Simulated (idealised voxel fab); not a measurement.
voxel lift off: a process module
Cross-section cut spans 215 nm and uses square cells 5 nm in size.
Format of a cross-section: grid, square cells. Given as bands. Order: top down. Band: one or more rows of cells.
Heads up on the band format: heights come first, top then bottom, in nm. After that it's the materials left to right, each with its width in nm. A single material flagged "all across" fills the whole band edge to edge, and "blank" means there's empty space there.
All heights in this document are referenced to 0, defined as the level beneath which the wafer, as received, consists entirely of one material. The lowest band is not bounded below; it extends indefinitely downward and is written in the form "0..down".
You'd read "30 to 40" like this: the band's top row of cells is as wide as the first number, its bottom row is as wide as the second, and going down, every row changes width by the same amount as the row before did.
It should be understood that the words "stayed the same", when stated for a given step, signify that the cross-section underwent no change in any of its cells during that step.
"Sealed internal cavities" specifies each empty space that is not open to the top and that occupies no fewer than 8 cells, using the form width x height at distance, the distance measured from the left edge and all three quantities in nm.
Whatever follows a step's settings on its line is a remark the simulator itself makes about that step.
If you see "overlay nm" on a step's line and that step has a mask, it's telling you how far right of where it was planned the mask ended up; a negative number means it went left instead.

THE FOLLOWING LIST GIVES THE PLANNED PROCESS STEPS
| 1 | RECEIVE: material Si |
| 2 | CONFORMAL_DEP: material SiN, thk nm 5 |
| 3 | PATTERN: tone open, mask id LINES, material resist, width nm 25, pitch nm 50, thk nm 25, overlay nm 0 |
| 4 | DIRECTIONAL_DEP: material Ru, thk nm 15 |
| 5 | STRIP: etch materials resist |
| 6 | CONFORMAL_DEP: material SiN, thk nm 5 |

DELIVERED WAFER IN CROSS-SECTION: STATE AFTER STEP 1
0..down: Si all across
Sealed internal cavities: none

FIRST OF TWO WAFERS, END-OF-MODULE SECTION, RUN FOLLOWED PLAN
25..20: 15 blank / 35 SiN / 15 blank / 35 SiN / 15 blank / 35 SiN / 15 blank / 35 SiN / 15 blank
20..10: 15 blank / 5 SiN / 25 Ru / 5 SiN / 15 blank / 5 SiN / 25 Ru / 5 SiN / 15 blank / 5 SiN / 25 Ru / 5 SiN / 15 blank / 5 SiN / 25 Ru / 5 SiN / 15 blank
10..5: 20 SiN / 25 Ru / 25 SiN / 25 Ru / 25 SiN / 25 Ru / 25 SiN / 25 Ru / 20 SiN
5..0: SiN all across
0..down: Si all across
Sealed internal cavities: none

SO THIS IS WAFER NUMBER TWO OF THE TWO, CUT AT THE END OF THE MODULE - IT STARTED WHERE THE FIRST DID AND HAD THE SAME PLAN, WE JUST GOT ONE THING WRONG RUNNING IT
25..20: 25 SiN / 15 blank / 35 SiN / 15 blank / 35 SiN / 15 blank / 35 SiN / 15 blank / 25 SiN
20..10: 20 Ru / 5 SiN / 15 blank / 5 SiN / 25 Ru / 5 SiN / 15 blank / 5 SiN / 25 Ru / 5 SiN / 15 blank / 5 SiN / 25 Ru / 5 SiN / 15 blank / 5 SiN / 20 Ru
10..5: 20 Ru / 25 SiN / 25 Ru / 25 SiN / 25 Ru / 25 SiN / 25 Ru / 25 SiN / 20 Ru
5..0: SiN all across
0..down: Si all across
Sealed internal cavities: none
Nonconformance to the process plan: step 3 ran as: PATTERN: tone cover, mask id LINES, material resist, width nm 25, pitch nm 50, thk nm 25, overlay nm 0
Bottom line after processing is that, in cells, the second wafer is up or down on some materials versus the first: Ru +9
